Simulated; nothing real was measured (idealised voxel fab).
The following is a process module called voxel quadruple lines.
cross-section cut | 160 nm wide | cells 5 nm
Cross-section format: a grid of square cells, given as bands from top to bottom; each band is one or more rows of cells. Look at the band entry: it leads with the top's height and the bottom's height in nm. Then it lists the materials left to right, with a width in nm for each. The word "throughout" on a single material says that material fills the band edge to edge. The word "blank" is empty space. The level at which height equals 0 is the one under which the wafer, as it arrives, is entirely one material. No lower edge exists for the bottom band, which continues downward and is notated as in "from 0 down". When a width is written as two numbers, as in "30->40", the first number is the width in the top row of cells of the band and the second is the width in its bottom row, and the width changes by the same amount from each row to the next. The cross-section has no changed cell in any step marked "nothing got changed". "Cavities, closed" contains a list of empty spaces, each no smaller than 8 cells and without an open way to the top, written in the form width x height at distance with the distance from the left edge and all three in nm. On each step's line, the part that comes after the settings is the simulator's own comment on the step. overlay nm: on a step with a mask, how far right of its planned place the mask lay; negative means left.

# Here's what the planned process steps look like
1. RECEIVE with material Si
2. CONFORMAL_DEP with material Al2O3, thk nm 10
3. DIRECTIONAL_DEP with material Ru, thk nm 10
4. DIRECTIONAL_DEP with material polySi, thk nm 20
5. DIRECTIONAL_DEP with material aC, thk nm 25
6. PATTERN with tone cover, mask id MANDREL, material resist, width nm 30, thk nm 30, overlay nm -15
7. DIRECTIONAL_ETCH with etch materials aC, depth nm 25
8. STRIP with etch materials resist
9. CONFORMAL_DEP with material SiO2, thk nm 10
10. DIRECTIONAL_ETCH with etch materials SiO2, depth nm 10
11. STRIP with etch materials aC
12. DIRECTIONAL_ETCH with etch materials polySi, depth nm 20
13. STRIP with etch materials SiO2
14. CONFORMAL_DEP with material SiCN, thk nm 10
15. DIRECTIONAL_ETCH with etch materials SiCN, depth nm 10
16. STRIP with etch materials polySi
17. DIRECTIONAL_ETCH with etch materials Ru, depth nm 10
18. STRIP with etch materials SiCN
19. FILL_DEP with material lowk, thk nm 5
20. CMP with height nm 20
Wafers differ in overlay nm at step 6; plan lists the first wafer's value; identical starting state.

# The first of several wafers as received, shown in cross-section; this is its state after step 1
- from 0 down  Si throughout
- Cavities, closed: none

# Basically each wafer gets a line in the table, showing it at the end of the module: material by material, the cells it gained (+) or lost (-) since we got it, then its closed voids
overlay nm -15, +64 Al2O3, +16 Ru, +48 lowk, Cavities, closed: none
overlay nm -10, +64 Al2O3, +16 Ru, +48 lowk, Cavities, closed: none
overlay nm -5, +64 Al2O3, +16 Ru, +48 lowk, Cavities, closed: none
overlay nm 0, +64 Al2O3, +16 Ru, +48 lowk, Cavities, closed: none
overlay nm 5, +64 Al2O3, +16 Ru, +48 lowk, Cavities, closed: none
overlay nm 10, +64 Al2O3, +16 Ru, +48 lowk, Cavities, closed: none
overlay nm 15, +64 Al2O3, +16 Ru, +48 lowk, Cavities, closed: none
